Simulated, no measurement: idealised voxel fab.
The process module presented herein is designated voxel quadruple lines.
Xsec cut, 185 nm wide, square cell size 5 nm.
Cross-section = grid of square cells, listed top down in bands; band = one or more rows. For a band, the entry starts with two heights in nm, that of the top and then that of the bottom, and carries on with the band's materials in order from left to right, each alongside its width in nm; the word "edge to edge" beside a single material means it fills the band edge to edge, and "blank" means empty space. Measure heights from 0. That's the level where, below it, the as-received wafer is all one material. The lowest band is bottomless and extends downward; write it as in "z 0 and below". Width: "30..40" (first number = top row, second number = bottom row, same change from row to row of cells). A step reported as "no alterations made" is a step in which no cell of the cross-section changed. So "Sealed internal cavities" is basically the list of trapped voids: any empty space of 8 cells or more that can't reach the top through an opening. They're written width x height at distance, the distance being from the left edge, and it's all nm. Read whatever lies past the settings on a step's line as the simulator's own remark about the step. What "overlay nm" on a step's line means: if the step has a mask, that mask lay this far to the right of its planned place, or, when the value is negative, to the left.
[So here's the lineup of process steps we planned]
| 1 | RECEIVE | material Si |
| 2 | CONFORMAL_DEP | material Al2O3 | thk nm 10 |
| 3 | DIRECTIONAL_DEP | material Ru | thk nm 10 |
| 4 | DIRECTIONAL_DEP | material polySi | thk nm 20 |
| 5 | DIRECTIONAL_DEP | material aC | thk nm 20 |
| 6 | PATTERN | tone cover | mask id MANDREL | material resist | width nm 25 | pitch nm 80 | thk nm 30 | overlay nm 0 |
| 7 | DIRECTIONAL_ETCH | etch materials aC | depth nm 20 |
| 8 | STRIP | etch materials resist |
| 9 | CONFORMAL_DEP | material SiO2 | thk nm 15 |
| 10 | DIRECTIONAL_ETCH | etch materials SiO2 | depth nm 15 |
| 11 | STRIP | etch materials aC |
| 12 | DIRECTIONAL_ETCH | etch materials polySi | depth nm 20 |
| 13 | STRIP | etch materials SiO2 |
| 14 | CONFORMAL_DEP | material SiN | thk nm 5 |
| 15 | DIRECTIONAL_ETCH | etch materials SiN | depth nm 5 |
| 16 | STRIP | etch materials polySi |
| 17 | DIRECTIONAL_ETCH | etch materials Ru | depth nm 10 |
| 18 | STRIP | etch materials SiN |
[first wafer, as planned]
[This is the cross-section of the wafer as we received it, i.e. after step 1]
  z 0 and below  Si edge to edge
  Sealed internal cavities: none
[After step 2: wafer cross-section]
  z 10 to 0  Al2O3 edge to edge
  Beneath the level 0, the cross-section is identical to its previous state.
[After step 3: wafer cross-section]
  z 20 to 10  Ru edge to edge
  Beneath the level 10, the cross-section is identical to its previous state.
[After step 4: wafer cross-section]
  z 40 to 20  polySi edge to edge
  Beneath the level 20, the cross-section is identical to its previous state.
[After step 5: wafer cross-section]
  z 60 to 40  aC edge to edge
  Beneath the level 40, the cross-section is identical to its previous state.
[After step 6: wafer cross-section]
  z 90 to 60  blank (40); resist (25); blank (55); resist (25); blank (40)
  Beneath the level 60, the cross-section is identical to its previous state.
[After step 7: wafer cross-section]
  z 70 to 60  blank (40); resist (25); blank (55); resist (25); blank (40)
  z 60 to 40  blank (40); aC (25); blank (55); aC (25); blank (40)
  Beneath the level 40, the cross-section is identical to its previous state.
[After step 8: wafer cross-section]
  z 60 to 40  blank (40); aC (25); blank (55); aC (25); blank (40)
  Beneath the level 40, the cross-section is identical to its previous state.
[After step 9: wafer cross-section]
  z 75 to 60  blank (25); SiO2 (55); blank (25); SiO2 (55); blank (25)
  z 60 to 55  blank (25); SiO2 (15); aC (25); SiO2 (15); blank (25); SiO2 (15); aC (25); SiO2 (15); blank (25)
  z 55 to 40  SiO2 (40); aC (25); SiO2 (55); aC (25); SiO2 (40)
  Beneath the level 40, the cross-section is identical to its previous state.
[After step 10: wafer cross-section]
  z 60 to 40  blank (25); SiO2 (15); aC (25); SiO2 (15); blank (25); SiO2 (15); aC (25); SiO2 (15); blank (25)
  Beneath the level 40, the cross-section is identical to its previous state.
[After step 11: wafer cross-section]
  z 60 to 40  blank (25); SiO2 (15); blank (25); SiO2 (15); blank (25); SiO2 (15); blank (25); SiO2 (15); blank (25)
  Beneath the level 40, the cross-section is identical to its previous state.
[After step 12: wafer cross-section]
  z 60 to 40  blank (25); SiO2 (15); blank (25); SiO2 (15); blank (25); SiO2 (15); blank (25); SiO2 (15); blank (25)
  z 40 to 20  blank (25); polySi (15); blank (25); polySi (15); blank (25); polySi (15); blank (25); polySi (15); blank (25)
  Beneath the level 20, the cross-section is identical to its previous state.
[After step 13: wafer cross-section]
  z 40 to 20  blank (25); polySi (15); blank (25); polySi (15); blank (25); polySi (15); blank (25); polySi (15); blank (25)
  Beneath the level 20, the cross-section is identical to its previous state.
[After step 14: wafer cross-section]
  z 45 to 40  blank (20); SiN (25); blank (15); SiN (25); blank (15); SiN (25); blank (15); SiN (25); blank (20)
  z 40 to 25  blank (20); SiN (5); polySi (15); SiN (5); blank (15); SiN (5); polySi (15); SiN (5); blank (15); SiN (5); polySi (15); SiN (5); blank (15); SiN (5); polySi (15); SiN (5); blank (20)
  z 25 to 20  SiN (25); polySi (15); SiN (25); polySi (15); SiN (25); polySi (15); SiN (25); polySi (15); SiN (25)
  Beneath the level 20, the cross-section is identical to its previous state.
[After step 15: wafer cross-section]
  z 40 to 20  blank (20); SiN (5); polySi (15); SiN (5); blank (15); SiN (5); polySi (15); SiN (5); blank (15); SiN (5); polySi (15); SiN (5); blank (15); SiN (5); polySi (15); SiN (5); blank (20)
  Beneath the level 20, the cross-section is identical to its previous state.
[After step 16: wafer cross-section]
  z 40 to 20  blank (20); SiN (5); blank (15); SiN (5); blank (15); SiN (5); blank (15); SiN (5); blank (15); SiN (5); blank (15); SiN (5); blank (15); SiN (5); blank (15); SiN (5); blank (20)
  Beneath the level 20, the cross-section is identical to its previous state.
[After step 17: wafer cross-section]
  z 40 to 20  blank (20); SiN (5); blank (15); SiN (5); blank (15); SiN (5); blank (15); SiN (5); blank (15); SiN (5); blank (15); SiN (5); blank (15); SiN (5); blank (15); SiN (5); blank (20)
  z 20 to 10  blank (20); Ru (5); blank (15); Ru (5); blank (15); Ru (5); blank (15); Ru (5); blank (15); Ru (5); blank (15); Ru (5); blank (15); Ru (5); blank (15); Ru (5); blank (20)
  Beneath the level 10, the cross-section is identical to its previous state.
[After step 18: wafer cross-section]
  z 20 to 10  blank (20); Ru (5); blank (15); Ru (5); blank (15); Ru (5); blank (15); Ru (5); blank (15); Ru (5); blank (15); Ru (5); blank (15); Ru (5); blank (15); Ru (5); blank (20)
  Beneath the level 10, the cross-section is identical to its previous state.
[Wafer two of two - same starting point, same process plan, one mistake in execution; matches wafer one up to and including step 3]
[Second wafer shown in cross-section at the time step 4 was slated to end]
  z 40 to 20  aC edge to edge
  Beneath the level 20, the cross-section is identical to its previous state.
[Second wafer shown in cross-section at the time step 5 was slated to end]
  z 60 to 40  polySi edge to edge
  Beneath the level 40, the cross-section is identical to its previous state.
[Second wafer shown in cross-section at the time step 6 was slated to end]
  z 90 to 60  blank (40); resist (25); blank (55); resist (25); blank (40)
  Beneath the level 60, the cross-section is identical to its previous state.
[Second wafer shown in cross-section at the time step 7 was slated to end]
  z 70 to 60  blank (40); resist (25); blank (55); resist (25); blank (40)
  Beneath the level 60, the cross-section is identical to its previous state.
[Second wafer shown in cross-section at the time step 8 was slated to end]
  z 60 to 40  polySi edge to edge
  Beneath the level 40, the cross-section is identical to its previous state.
[Second wafer shown in cross-section at the time step 9 was slated to end]
  z 75 to 60  SiO2 edge to edge
  Beneath the level 60, the cross-section is identical to its previous state.
[Second wafer shown in cross-section at the time step 10 was slated to end]
  z 60 to 40  polySi edge to edge
  Beneath the level 40, the cross-section is identical to its previous state.
Second wafer shown in cross-section at the time step 11 was slated to end: no alterations made
[Second wafer shown in cross-section at the time step 12 was slated to end]
  z 40 to 20  aC edge to edge
  Beneath the level 20, the cross-section is identical to its previous state.
Second wafer shown in cross-section at the time step 13 was slated to end: no alterations made
[Second wafer shown in cross-section at the time step 14 was slated to end]
  z 45 to 40  SiN edge to edge
  Beneath the level 40, the cross-section is identical to its previous state.
[Second wafer shown in cross-section at the time step 15 was slated to end]
  z 40 to 20  aC edge to edge
  Beneath the level 20, the cross-section is identical to its previous state.
Second wafer shown in cross-section at the time step 16 was slated to end: no alterations made
Second wafer shown in cross-section at the time step 17 was slated to end: no alterations made
Second wafer shown in cross-section at the time step 18 was slated to end: no alterations made
Finding, execution versus plan: it was found that steps 4 and 5 of the process plan had been performed in exchanged positions
Final comparison by cell count, materials where the second wafer has more or fewer than the first: 58 more of Ru | 148 more of aC
